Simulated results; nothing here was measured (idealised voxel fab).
Proc. module: voxel trench capacitor
The cross-section shown here is cut; it is 225 nm wide and divided into square cells measuring 5 nm on a side.
Bands, listed from the top down, are how a cross-section gets written in this document; the cross-section itself is a grid of square cells, and a band is one or more rows of them. Heights first: top, then bottom, in nm. Then materials, left to right, each with a width in nm. "all across" on a single material: fills the band edge to edge. "empty": empty space. A quick word on heights: they are counted from 0, and under that level the wafer as it came to us is one material throughout. The lowest band is different from the rest in having no bottom; it simply continues downward, written as in "0 -> down". Per-row width for "30 to 40": begins at first number (top row of band), ends at second number (bottom row), increment between rows held constant. It should be understood that the words "no modifications", when stated for a given step, signify that the cross-section underwent no change in any of its cells during that step. In the "Closed void catalog" entry, you get each enclosed empty space of 8 cells or more, one with no open way to the top, written width x height at distance, distance from the left edge, in nm. The remark found on a step's line after its settings is issued by the simulator itself and pertains to that step. overlay nm, on a step with a mask: how far to the right of its planned place the mask lay; to the left if negative.

## These are the steps we planned for the process
1. RECEIVE with material Si
2. CONFORMAL_DEP with material SiN, thk nm 10
3. MASKED_ETCH with tone open, mask id TRENCH, width nm 15, pitch nm 35, etch materials SiN, depth nm 10, overlay nm 0
4. MASKED_ETCH with tone open, mask id TRENCH, width nm 15, pitch nm 35, etch materials Si, depth nm 40, overlay nm 0
5. CONFORMAL_DEP with material Al2O3, thk nm 5
6. FILL_DEP with material polySi, thk nm 10
7. CMP with height nm 10

## The first of the two wafers, which ran as planned

## So this is the incoming wafer in cross-section - it's already been through step 1
0 -> down = Si all across
Closed void catalog: none

## Wafer section view after processing step 2
10 -> 0 = SiN all across
Below 0 it's all the same as before, nothing changed down there.

## Wafer section view after processing step 3
10 -> 0 = 70 nm SiN | 15 nm empty | 20 nm SiN | 15 nm empty | 20 nm SiN | 15 nm empty | 70 nm SiN
Below 0 it's all the same as before, nothing changed down there.

## Wafer section view after processing step 4
10 -> 0 = 70 nm SiN | 15 nm empty | 20 nm SiN | 15 nm empty | 20 nm SiN | 15 nm empty | 70 nm SiN
0 -> -40 = 70 nm Si | 15 nm empty | 20 nm Si | 15 nm empty | 20 nm Si | 15 nm empty | 70 nm Si
Below -40 it's all the same as before, nothing changed down there.

## Wafer section view after processing step 5
15 -> 10 = 75 nm Al2O3 | 5 nm empty | 30 nm Al2O3 | 5 nm empty | 30 nm Al2O3 | 5 nm empty | 75 nm Al2O3
10 -> 0 = 70 nm SiN | 5 nm Al2O3 | 5 nm empty | 5 nm Al2O3 | 20 nm SiN | 5 nm Al2O3 | 5 nm empty | 5 nm Al2O3 | 20 nm SiN | 5 nm Al2O3 | 5 nm empty | 5 nm Al2O3 | 70 nm SiN
0 -> -35 = 70 nm Si | 5 nm Al2O3 | 5 nm empty | 5 nm Al2O3 | 20 nm Si | 5 nm Al2O3 | 5 nm empty | 5 nm Al2O3 | 20 nm Si | 5 nm Al2O3 | 5 nm empty | 5 nm Al2O3 | 70 nm Si
-35 -> -40 = 70 nm Si | 15 nm Al2O3 | 20 nm Si | 15 nm Al2O3 | 20 nm Si | 15 nm Al2O3 | 70 nm Si
Below -40 it's all the same as before, nothing changed down there.

## Wafer section view after processing step 6
25 -> 15 = polySi all across
15 -> 10 = 75 nm Al2O3 | 5 nm polySi | 30 nm Al2O3 | 5 nm polySi | 30 nm Al2O3 | 5 nm polySi | 75 nm Al2O3
10 -> 0 = 70 nm SiN | 5 nm Al2O3 | 5 nm polySi | 5 nm Al2O3 | 20 nm SiN | 5 nm Al2O3 | 5 nm polySi | 5 nm Al2O3 | 20 nm SiN | 5 nm Al2O3 | 5 nm polySi | 5 nm Al2O3 | 70 nm SiN
0 -> -35 = 70 nm Si | 5 nm Al2O3 | 5 nm polySi | 5 nm Al2O3 | 20 nm Si | 5 nm Al2O3 | 5 nm polySi | 5 nm Al2O3 | 20 nm Si | 5 nm Al2O3 | 5 nm polySi | 5 nm Al2O3 | 70 nm Si
Below -35 it's all the same as before, nothing changed down there.

## Wafer section view after processing step 7
10 -> 0 = 70 nm SiN | 5 nm Al2O3 | 5 nm polySi | 5 nm Al2O3 | 20 nm SiN | 5 nm Al2O3 | 5 nm polySi | 5 nm Al2O3 | 20 nm SiN | 5 nm Al2O3 | 5 nm polySi | 5 nm Al2O3 | 70 nm SiN
Below 0 it's all the same as before, nothing changed down there.

## Wafer two of two - same starting point, same process plan, one mistake in execution; matches wafer one up to and including step 6

Second wafer, cross-section, planned end of step 7: no modifications
Want to know what went wrong? step 7 from the plan never happened, it was just skipped
The final cell counts differ between the wafers, with the second having more or fewer of some materials than the first: 42 more of Al2O3; 93 more of polySi
